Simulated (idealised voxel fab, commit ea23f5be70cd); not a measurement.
This is a process module. Its name is voxel capacitor over wiring.
For reference, the cross-section in this document is cut, with width 175 nm and square cells of 5 nm.
We lay out every cross-section as a grid of square cells and spell it out in bands from the top down, where one band means one or more rows of cells.
Look at the band entry: it leads with the top's height and the bottom's height in nm. Then it lists the materials left to right, with a width in nm for each. The word "throughout" on a single material says that material fills the band edge to edge. The word "blank" is empty space.
Height is counted from the level 0, under which the received wafer is composed throughout of one material. The lowest of the bands is not closed at the bottom but continues downward, in the notation "0 and below".
Width: "30..40" (first number = top row, second number = bottom row, same change from row to row of cells).
Any step labelled "nothing changed" changed none of the cells in the cross-section.
Listed in "Voids, fully enclosed": every empty space of 8 or more cells without an open way to the top. Form: width x height at distance, the distance being from the left edge, all in nm.
It should be noted that, on the line of a given step, the content following the step's settings is a remark produced by the simulator itself with respect to that step.
overlay nm: mask offset rightward from planned place, masked step; negative means leftward offset.

[Steps in the process plan]
1,op RECEIVE | material Si
2,op CONFORMAL_DEP | material SiO2 | thk nm 10
3,op CONFORMAL_DEP | material SiN | thk nm 5
4,op DIRECTIONAL_DEP | material lowk | thk nm 25
5,op MASKED_ETCH | tone open | mask id METAL_1 | width nm 20 | pitch nm 75 | etch materials lowk | depth nm 25 | overlay nm 0
6,op MASKED_ETCH | tone open | mask id METAL_1 | width nm 20 | pitch nm 75 | etch materials SiN | depth nm 5 | overlay nm 0
7,op CONFORMAL_DEP | material TiN | thk nm 5
8,op FILL_DEP | material Cu | thk nm 10
9,op CMP | height nm 40
10,op EPI | material Ru | thk nm 5
11,op FILL_DEP | material SiCN | thk nm 5
12,op DIRECTIONAL_DEP | material lowk | thk nm 20
13,op PATTERN | tone open | mask id PLUG_1 | material resist | width nm 15 | thk nm 15 | overlay nm 0
14,op DIRECTIONAL_ETCH | etch materials lowk | depth nm 20
15,op DIRECTIONAL_ETCH | etch materials SiCN | depth nm 5
16,op STRIP | etch materials resist
17,op CONFORMAL_DEP | material TiN | thk nm 5
18,op FILL_DEP | material Cu | thk nm 10
19,op CMP | height nm 70
20,op DIRECTIONAL_DEP | material TiN | thk nm 10
21,op DIRECTIONAL_DEP | material SiN | thk nm 5
22,op DIRECTIONAL_DEP | material TiN | thk nm 10
23,op DIRECTIONAL_DEP | material aC | thk nm 15
24,op PATTERN | tone cover | mask id UPPER_PLATE | material resist | width nm 50 | thk nm 35 | overlay nm 0
25,op DIRECTIONAL_ETCH | etch materials aC | depth nm 15
26,op STRIP | etch materials resist
27,op DIRECTIONAL_ETCH | etch materials TiN | depth nm 10
28,op DIRECTIONAL_ETCH | etch materials SiN | depth nm 5
29,op STRIP | etch materials aC
30,op DIRECTIONAL_DEP | material aC | thk nm 15
31,op PATTERN | tone cover | mask id LOWER_PLATE | material resist | width nm 70 | thk nm 30 | overlay nm 0
32,op DIRECTIONAL_ETCH | etch materials aC | depth nm 15
33,op STRIP | etch materials resist
34,op DIRECTIONAL_ETCH | etch materials TiN | depth nm 10
35,op STRIP | etch materials aC
36,op FILL_DEP | material SiO2 | thk nm 15
37,op CMP | height nm 105
38,op MASKED_ETCH | tone open | mask id PLUG_2 | width nm 15 | etch materials SiO2 | depth nm 10 | overlay nm 0
39,op CONFORMAL_DEP | material TiN | thk nm 5
40,op FILL_DEP | material Ru | thk nm 5
41,op CMP | height nm 105
42,op CONFORMAL_DEP | material SiCN | thk nm 5
Be aware that, although all wafers share a common starting state, the width nm at step 24 differs among them, and the plan displays the first wafer's value.

[Cross-section, first of several wafers, as delivered after step 1]
	0 and below: Si throughout
	Voids, fully enclosed: none

[End of module: cross-section of the first of several wafers after step 42, the last step]
	110 down to 105: SiCN throughout
	105 down to 100: SiO2=55 | TiN=5 | Ru=5 | TiN=5 | SiO2=105
	100 down to 95: SiO2=55 | TiN=15 | SiO2=105
	95 down to 85: SiO2=50 | TiN=50 | SiO2=75
	85 down to 80: SiO2=50 | SiN=50 | SiO2=75
	80 down to 70: SiO2=40 | TiN=70 | SiO2=65
	70 down to 50: lowk=45 | TiN=5 | Cu=5 | TiN=5 | lowk=115
	50 down to 45: SiCN=45 | TiN=15 | SiCN=115
	45 down to 40: SiCN=35 | Ru=30 | SiCN=45 | Ru=30 | SiCN=35
	40 down to 15: lowk=40 | TiN=5 | Cu=10 | TiN=5 | lowk=55 | TiN=5 | Cu=10 | TiN=5 | lowk=40
	15 down to 10: SiN=40 | TiN=20 | SiN=55 | TiN=20 | SiN=40
	10 down to 0: SiO2 throughout
	0 and below: Si throughout
	Voids, fully enclosed: none

[Cross-section, module end, final of several wafers]
	110 down to 105: SiCN throughout
	105 down to 100: SiO2=55 | TiN=5 | Ru=5 | TiN=5 | SiO2=105
	100 down to 95: SiO2=55 | TiN=15 | SiO2=105
	95 down to 85: SiO2=40 | TiN=70 | SiO2=65
	85 down to 80: SiO2=40 | SiN=75 | SiO2=60
	80 down to 70: SiO2=40 | TiN=75 | SiO2=60
	70 down to 50: lowk=45 | TiN=5 | Cu=5 | TiN=5 | lowk=115
	50 down to 45: SiCN=45 | TiN=15 | SiCN=115
	45 down to 40: SiCN=35 | Ru=30 | SiCN=45 | Ru=30 | SiCN=35
	40 down to 15: lowk=40 | TiN=5 | Cu=10 | TiN=5 | lowk=55 | TiN=5 | Cu=10 | TiN=5 | lowk=40
	15 down to 10: SiN=40 | TiN=20 | SiN=55 | TiN=20 | SiN=40
	10 down to 0: SiO2 throughout
	0 and below: Si throughout
	Voids, fully enclosed: none

[Row per wafer, end-of-module: cell gain (+)/loss (-) by material since the wafer came in, then closed voids]
width nm 50 | +24 Cu | +13 Ru | +90 SiCN | +37 SiN | +251 SiO2 | +92 TiN | +263 lowk | Voids, fully enclosed: none
width nm 55 | +24 Cu | +13 Ru | +90 SiCN | +38 SiN | +248 SiO2 | +94 TiN | +263 lowk | Voids, fully enclosed: none
width nm 60 | +24 Cu | +13 Ru | +90 SiCN | +39 SiN | +245 SiO2 | +96 TiN | +263 lowk | Voids, fully enclosed: none
width nm 65 | +24 Cu | +13 Ru | +90 SiCN | +40 SiN | +242 SiO2 | +98 TiN | +263 lowk | Voids, fully enclosed: none
width nm 70 | +24 Cu | +13 Ru | +90 SiCN | +41 SiN | +239 SiO2 | +100 TiN | +263 lowk | Voids, fully enclosed: none
width nm 75 | +24 Cu | +13 Ru | +90 SiCN | +42 SiN | +236 SiO2 | +102 TiN | +263 lowk | Voids, fully enclosed: none
